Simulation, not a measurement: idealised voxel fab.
process module | voxel wiring stack
cross-section cut | 240 nm wide | cells 5 nm
A cross-section is a grid of square cells, given in bands from the top down. A band is one or more rows of cells.
Each band's line starts with the height of the band's top and of its bottom, in nm. Then come its materials from left to right, each with its width in nm. One material with "throughout" fills the band from edge to edge. "air" is empty space.
Height 0 is the level under which the wafer as received is all one material. The lowest band goes on downwards, as in "0 down".
A width such as "30 to 40" changes by the same amount from each row of cells to the next, from the band's top row to its bottom row.
"no change" after a step means that no cell of the cross-section changed.
closed voids: empty space of 8 cells or more with no open way to the top, each as width x height at its distance from the left edge, in nm
after a step's settings: what the simulator itself notes on the step
overlay nm, on a step with a mask: how far to the right of its planned place the mask lay; to the left if negative
plan
1 op RECEIVE | material Si
2 op CONFORMAL_DEP | material SiO2 | thk nm 15
3 op DIRECTIONAL_DEP | material TiN | thk nm 5
4 op DIRECTIONAL_DEP | material Ru | thk nm 5
5 op PATTERN | tone cover | mask id METAL_1 | material resist | width nm 25 | pitch nm 55 | thk nm 15 | overlay nm 0
6 op DIRECTIONAL_ETCH | etch materials Ru | depth nm 15
7 op DIRECTIONAL_ETCH | etch materials TiN | depth nm 5
8 op STRIP | etch materials resist
9 op CONFORMAL_DEP | material SiCN | thk nm 5
10 op FILL_DEP | material lowk | thk nm 5
11 op CMP | height nm 35
12 op CONFORMAL_DEP | material SiCN | thk nm 5
13 op DIRECTIONAL_DEP | material SiO2 | thk nm 30
14 op DIRECTIONAL_DEP | material aC | thk nm 10
15 op PATTERN | tone open | mask id METAL_2_HOLES | material resist | width nm 15 | pitch nm 55 | thk nm 25 | overlay nm 0
16 op DIRECTIONAL_ETCH | etch materials aC | depth nm 10
17 op STRIP | etch materials resist
18 op DIRECTIONAL_ETCH | etch materials SiO2 | depth nm 30
19 op STRIP | etch materials aC
20 op DIRECTIONAL_DEP | material aC | thk nm 15
21 op PATTERN | tone open | mask id METAL_2 | material resist | width nm 25 | pitch nm 55 | thk nm 35 | overlay nm 0
22 op DIRECTIONAL_ETCH | etch materials aC | depth nm 15
23 op STRIP | etch materials resist
24 op DIRECTIONAL_ETCH | etch materials SiO2 | depth nm 15
25 op DIRECTIONAL_ETCH | etch materials SiCN | depth nm 5
26 op STRIP | etch materials aC
27 op CONFORMAL_DEP | material TiN | thk nm 5
28 op FILL_DEP | material Ru | thk nm 5
29 op CMP | height nm 70
30 op CONFORMAL_DEP | material SiCN | thk nm 5
varied across the wafers: thk nm of step 4. The plan shows the first wafer's value. All wafers start alike
first wafer as received, after step 1
  0 down: Si throughout
  closed voids: none
first wafer at the end, after step 30
  75 to 70: SiCN throughout
  70 to 60: SiO2 50 | TiN 5 | Ru 15 | TiN 5 | SiO2 30 | TiN 5 | Ru 15 | TiN 5 | SiO2 30 | TiN 5 | Ru 15 | TiN 5 | SiO2 55
  60 to 55: SiO2 50 | TiN 5 | Ru 5 | TiN 15 | SiO2 30 | TiN 5 | Ru 5 | TiN 15 | SiO2 30 | TiN 5 | Ru 5 | TiN 15 | SiO2 55
  55 to 40: SiO2 50 | TiN 5 | Ru 5 | TiN 5 | SiO2 40 | TiN 5 | Ru 5 | TiN 5 | SiO2 40 | TiN 5 | Ru 5 | TiN 5 | SiO2 65
  40 to 35: SiCN 50 | TiN 15 | SiCN 40 | TiN 15 | SiCN 40 | TiN 15 | SiCN 65
  35 to 30: lowk throughout
  30 to 25: lowk 45 | SiCN 35 | lowk 20 | SiCN 35 | lowk 20 | SiCN 35 | lowk 50
  25 to 20: lowk 45 | SiCN 5 | Ru 25 | SiCN 5 | lowk 20 | SiCN 5 | Ru 25 | SiCN 5 | lowk 20 | SiCN 5 | Ru 25 | SiCN 5 | lowk 50
  20 to 15: SiCN 50 | TiN 25 | SiCN 30 | TiN 25 | SiCN 30 | TiN 25 | SiCN 55
  15 to 0: SiO2 throughout
  0 down: Si throughout
  closed voids: none
last wafer at the end
  75 to 70: SiCN throughout
  70 to 60: SiO2 50 | TiN 5 | Ru 15 | TiN 5 | SiO2 30 | TiN 5 | Ru 15 | TiN 5 | SiO2 30 | TiN 5 | Ru 15 | TiN 5 | SiO2 55
  60 to 55: SiO2 50 | TiN 5 | Ru 5 | TiN 15 | SiO2 30 | TiN 5 | Ru 5 | TiN 15 | SiO2 30 | TiN 5 | Ru 5 | TiN 15 | SiO2 55
  55 to 40: SiO2 50 | TiN 5 | Ru 5 | TiN 5 | SiO2 40 | TiN 5 | Ru 5 | TiN 5 | SiO2 40 | TiN 5 | Ru 5 | TiN 5 | SiO2 65
  40 to 35: SiCN 50 | TiN 15 | SiCN 40 | TiN 15 | SiCN 40 | TiN 15 | SiCN 65
  35 to 20: Ru throughout
  20 to 15: TiN throughout
  15 to 0: SiO2 throughout
  0 down: Si throughout
  closed voids: none
each wafer at the end: cells of each material gained (+) or lost (-) since it was received, then its closed voids
thk nm 5 | +45 Ru | +147 SiCN | +360 SiO2 | +66 TiN | +102 lowk | closed voids: none
thk nm 10 | +60 Ru | +153 SiCN | +360 SiO2 | +66 TiN | +81 lowk | closed voids: none
thk nm 15 | +75 Ru | +138 SiCN | +360 SiO2 | +66 TiN | +81 lowk | closed voids: none
thk nm 20 | +108 Ru | +126 SiCN | +360 SiO2 | +99 TiN | +27 lowk | closed voids: none
thk nm 25 | +141 Ru | +120 SiCN | +360 SiO2 | +99 TiN | closed voids: none
thk nm 30 | +174 Ru | +87 SiCN | +360 SiO2 | +99 TiN | closed voids: none
